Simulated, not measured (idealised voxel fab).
process module | voxel double patterning
cross-section cut | 205 nm wide | cells 5 nm
A cross-section is a grid of square cells, given in bands from the top down. A band is one or more rows of cells.
Each band's line starts with the height of the band's top and of its bottom, in nm. Then come its materials from left to right, each with its width in nm. One material with "throughout" fills the band from edge to edge. "air" is empty space.
Height 0 is the level under which the wafer as received is all one material. The lowest band goes on downwards, as in "0 down".
A width such as "30 to 40" changes by the same amount from each row of cells to the next, from the band's top row to its bottom row.
"no change" after a step means that no cell of the cross-section changed.
closed voids: empty space of 8 cells or more with no open way to the top, each as width x height at its distance from the left edge, in nm
after a step's settings: what the simulator itself notes on the step
overlay nm, on a step with a mask: how far to the right of its planned place the mask lay; to the left if negative
plan
1 op RECEIVE | material Si
2 op CONFORMAL_DEP | material SiO2 | thk nm 5
3 op DIRECTIONAL_DEP | material W | thk nm 10
4 op DIRECTIONAL_DEP | material SiN | thk nm 10
5 op PATTERN | tone open | mask id FIRST | material resist | width nm 15 | pitch nm 50 | thk nm 15 | overlay nm 0
6 op DIRECTIONAL_ETCH | etch materials SiN | depth nm 10
7 op STRIP | etch materials resist
8 op MASKED_ETCH | tone open | mask id SECOND | width nm 15 | etch materials SiN | depth nm 10 | overlay nm 0
9 op DIRECTIONAL_ETCH | etch materials W | depth nm 10
10 op STRIP | etch materials SiN
first wafer, as planned
as received, after step 1
  0 down: Si throughout
  closed voids: none
after step 2
  5 to 0: SiO2 throughout
  below 0: unchanged
after step 3
  15 to 5: W throughout
  below 5: unchanged
after step 4
  25 to 15: SiN throughout
  below 15: unchanged
after step 5
  40 to 25: resist 70 | air 15 | resist 35 | air 15 | resist 70
  below 25: unchanged
after step 6
  40 to 25: resist 70 | air 15 | resist 35 | air 15 | resist 70
  25 to 15: SiN 70 | air 15 | SiN 35 | air 15 | SiN 70
  below 15: unchanged
after step 7
  25 to 15: SiN 70 | air 15 | SiN 35 | air 15 | SiN 70
  below 15: unchanged
after step 8
  25 to 15: SiN 70 | air 15 | SiN 10 | air 15 | SiN 10 | air 15 | SiN 70
  below 15: unchanged
after step 9
  25 to 15: SiN 70 | air 15 | SiN 10 | air 15 | SiN 10 | air 15 | SiN 70
  15 to 5: W 70 | air 15 | W 10 | air 15 | W 10 | air 15 | W 70
  below 5: unchanged
after step 10
  15 to 5: W 70 | air 15 | W 10 | air 15 | W 10 | air 15 | W 70
  below 5: unchanged
second wafer: like start, like plan, one mistake. Through step 7 it matches the first wafer
when step 8 should have ended
  25 to 15: SiN 70 | air 15 | SiN 10 | air 20 | SiN 5 | air 15 | SiN 70
  below 15: unchanged
when step 9 should have ended
  25 to 15: SiN 70 | air 15 | SiN 10 | air 20 | SiN 5 | air 15 | SiN 70
  15 to 5: W 70 | air 15 | W 10 | air 20 | W 5 | air 15 | W 70
  below 5: unchanged
when step 10 should have ended
  15 to 5: W 70 | air 15 | W 10 | air 20 | W 5 | air 15 | W 70
  below 5: unchanged
what went wrong: step 8 ran as: op MASKED_ETCH | tone open | mask id SECOND | width nm 20 | etch materials SiN | depth nm 10 | overlay nm 0
at the end the second wafer has, in cells: 2 fewer of W
